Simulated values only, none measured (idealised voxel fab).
Presented below is a process module, voxel self aligned contacts.
Xsec cut, 260 nm wide, square cell size 5 nm.
Think of the cross-section as a grid of square cells. We describe it in bands, top to bottom, and each band covers one or more rows of those cells. For a band, the entry starts with two heights in nm, that of the top and then that of the bottom, and carries on with the band's materials in order from left to right, each alongside its width in nm; the word "everywhere" beside a single material means it fills the band edge to edge, and "blank" means empty space. Heads up on the height convention: 0 is the point under which the incoming wafer is all one material, and the lowest band has no bottom, it just keeps going down, like "from 0 down". Width spec "30->40" -> top row of cells at first value, bottom row at second value, equal per-row change in between. Take "nothing changed" at face value: in the step it is given for, the cross-section changed in none of its cells. "Internal closed voids": sealed empty spaces, 8 cells or more, no open way to top, listed width x height at distance, with distance from the left edge and width, height and distance in nm. Whatever follows a step's settings on its line is a remark the simulator itself makes about that step. "overlay nm" on a masked step: distance the mask lay right of its planned place, negative for left.
Process steps foreseen in the plan
1,RECEIVE | material Si
2,CONFORMAL_DEP | material SiO2 | thk nm 5
3,DIRECTIONAL_DEP | material polySi | thk nm 25
4,DIRECTIONAL_DEP | material SiN | thk nm 20
5,DIRECTIONAL_DEP | material aC | thk nm 10
6,PATTERN | tone cover | mask id GATE | material resist | width nm 25 | pitch nm 70 | thk nm 25 | overlay nm 0
7,DIRECTIONAL_ETCH | etch materials aC | depth nm 10
8,STRIP | etch materials resist
9,DIRECTIONAL_ETCH | etch materials SiN | depth nm 20
10,DIRECTIONAL_ETCH | etch materials polySi | depth nm 25
11,STRIP | etch materials aC
12,CONFORMAL_DEP | material SiN | thk nm 10
13,DIRECTIONAL_ETCH | etch materials SiN | depth nm 10
14,FILL_DEP | material SiO2 | thk nm 15
15,CMP | height nm 55
16,MASKED_ETCH | tone open | mask id CONTACT | width nm 55 | etch materials SiO2 | depth nm 55 | overlay nm 0
17,CONFORMAL_DEP | material TiN | thk nm 5
18,FILL_DEP | material W | thk nm 5
19,CMP | height nm 55
20,CONFORMAL_DEP | material SiCN | thk nm 5
Wafer, first of two, run as planned
Step 1 complete: cross-section of the wafer as received
    from 0 down | Si everywhere
    Internal closed voids: none
You're looking at a cross-section of the wafer after step 2
    from 5 to 0 | SiO2 everywhere
    Under 0: no change, same as before.
You're looking at a cross-section of the wafer after step 3
    from 30 to 5 | polySi everywhere
    Under 5: no change, same as before.
You're looking at a cross-section of the wafer after step 4
    from 50 to 30 | SiN everywhere
    Under 30: no change, same as before.
You're looking at a cross-section of the wafer after step 5
    from 60 to 50 | aC everywhere
    Under 50: no change, same as before.
You're looking at a cross-section of the wafer after step 6
    from 85 to 60 | blank=80; resist=25; blank=45; resist=25; blank=85
    Under 60: no change, same as before.
You're looking at a cross-section of the wafer after step 7
    from 75 to 60 | blank=80; resist=25; blank=45; resist=25; blank=85
    from 60 to 50 | blank=80; aC=25; blank=45; aC=25; blank=85
    Under 50: no change, same as before.
You're looking at a cross-section of the wafer after step 8
    from 60 to 50 | blank=80; aC=25; blank=45; aC=25; blank=85
    Under 50: no change, same as before.
You're looking at a cross-section of the wafer after step 9
    from 60 to 50 | blank=80; aC=25; blank=45; aC=25; blank=85
    from 50 to 30 | blank=80; SiN=25; blank=45; SiN=25; blank=85
    Under 30: no change, same as before.
You're looking at a cross-section of the wafer after step 10
    from 60 to 50 | blank=80; aC=25; blank=45; aC=25; blank=85
    from 50 to 30 | blank=80; SiN=25; blank=45; SiN=25; blank=85
    from 30 to 5 | blank=80; polySi=25; blank=45; polySi=25; blank=85
    Under 5: no change, same as before.
You're looking at a cross-section of the wafer after step 11
    from 50 to 30 | blank=80; SiN=25; blank=45; SiN=25; blank=85
    Under 30: no change, same as before.
You're looking at a cross-section of the wafer after step 12
    from 60 to 30 | blank=70; SiN=45; blank=25; SiN=45; blank=75
    from 30 to 15 | blank=70; SiN=10; polySi=25; SiN=10; blank=25; SiN=10; polySi=25; SiN=10; blank=75
    from 15 to 5 | SiN=80; polySi=25; SiN=45; polySi=25; SiN=85
    Under 5: no change, same as before.
You're looking at a cross-section of the wafer after step 13
    from 50 to 30 | blank=70; SiN=45; blank=25; SiN=45; blank=75
    from 30 to 5 | blank=70; SiN=10; polySi=25; SiN=10; blank=25; SiN=10; polySi=25; SiN=10; blank=75
    Under 5: no change, same as before.
You're looking at a cross-section of the wafer after step 14
    from 65 to 50 | SiO2 everywhere
    from 50 to 30 | SiO2=70; SiN=45; SiO2=25; SiN=45; SiO2=75
    from 30 to 5 | SiO2=70; SiN=10; polySi=25; SiN=10; SiO2=25; SiN=10; polySi=25; SiN=10; SiO2=75
    Under 5: no change, same as before.
You're looking at a cross-section of the wafer after step 15
    from 55 to 50 | SiO2 everywhere
    Under 50: no change, same as before.
You're looking at a cross-section of the wafer after step 16
    from 55 to 50 | SiO2=100; blank=55; SiO2=105
    from 50 to 30 | SiO2=70; SiN=45; blank=25; SiN=45; SiO2=75
    from 30 to 5 | SiO2=70; SiN=10; polySi=25; SiN=10; blank=25; SiN=10; polySi=25; SiN=10; SiO2=75
    from 5 to 0 | SiO2=115; blank=25; SiO2=120
    Under 0: no change, same as before.
You're looking at a cross-section of the wafer after step 17
    from 60 to 55 | TiN=105; blank=45; TiN=110
    from 55 to 50 | SiO2=100; TiN=20; blank=15; TiN=20; SiO2=105
    from 50 to 30 | SiO2=70; SiN=45; TiN=5; blank=15; TiN=5; SiN=45; SiO2=75
    from 30 to 5 | SiO2=70; SiN=10; polySi=25; SiN=10; TiN=5; blank=15; TiN=5; SiN=10; polySi=25; SiN=10; SiO2=75
    from 5 to 0 | SiO2=115; TiN=25; SiO2=120
    Under 0: no change, same as before.
You're looking at a cross-section of the wafer after step 18
    from 65 to 60 | W everywhere
    from 60 to 55 | TiN=105; W=45; TiN=110
    from 55 to 50 | SiO2=100; TiN=20; W=15; TiN=20; SiO2=105
    from 50 to 30 | SiO2=70; SiN=45; TiN=5; W=15; TiN=5; SiN=45; SiO2=75
    from 30 to 5 | SiO2=70; SiN=10; polySi=25; SiN=10; TiN=5; W=15; TiN=5; SiN=10; polySi=25; SiN=10; SiO2=75
    Under 5: no change, same as before.
You're looking at a cross-section of the wafer after step 19
    from 55 to 50 | SiO2=100; TiN=20; W=15; TiN=20; SiO2=105
    Under 50: no change, same as before.
You're looking at a cross-section of the wafer after step 20
    from 60 to 55 | SiCN everywhere
    Under 55: no change, same as before.
Notes, second wafer: start = first wafer's, plan = first wafer's, execution had one mistake; history identical to first through step 15
Cross-section of the second wafer when, according to plan, step 16 should have finished
    from 55 to 50 | SiO2=110; blank=55; SiO2=95
    from 50 to 30 | SiO2=70; SiN=45; blank=25; SiN=45; SiO2=75
    from 30 to 5 | SiO2=70; SiN=10; polySi=25; SiN=10; blank=25; SiN=10; polySi=25; SiN=10; SiO2=75
    from 5 to 0 | SiO2=115; blank=25; SiO2=120
    Under 0: no change, same as before.
Cross-section of the second wafer when, according to plan, step 17 should have finished
    from 60 to 55 | TiN=115; blank=45; TiN=100
    from 55 to 50 | SiO2=110; TiN=10; blank=15; TiN=30; SiO2=95
    from 50 to 30 | SiO2=70; SiN=45; TiN=5; blank=15; TiN=5; SiN=45; SiO2=75
    from 30 to 5 | SiO2=70; SiN=10; polySi=25; SiN=10; TiN=5; blank=15; TiN=5; SiN=10; polySi=25; SiN=10; SiO2=75
    from 5 to 0 | SiO2=115; TiN=25; SiO2=120
    Under 0: no change, same as before.
Cross-section of the second wafer when, according to plan, step 18 should have finished
    from 65 to 60 | W everywhere
    from 60 to 55 | TiN=115; W=45; TiN=100
    from 55 to 50 | SiO2=110; TiN=10; W=15; TiN=30; SiO2=95
    from 50 to 30 | SiO2=70; SiN=45; TiN=5; W=15; TiN=5; SiN=45; SiO2=75
    from 30 to 5 | SiO2=70; SiN=10; polySi=25; SiN=10; TiN=5; W=15; TiN=5; SiN=10; polySi=25; SiN=10; SiO2=75
    Under 5: no change, same as before.
Cross-section of the second wafer when, according to plan, step 19 should have finished
    from 55 to 50 | SiO2=110; TiN=10; W=15; TiN=30; SiO2=95
    Under 50: no change, same as before.
Cross-section of the second wafer when, according to plan, step 20 should have finished
    from 60 to 55 | SiCN everywhere
    Under 55: no change, same as before.
what went wrong: step 16 did not happen as planned, as run it was MASKED_ETCH | tone open | mask id CONTACT | width nm 55 | etch materials SiO2 | depth nm 55 | overlay nm 10
at the end the second wafer has, in cells: as many of each material as the first, in other places
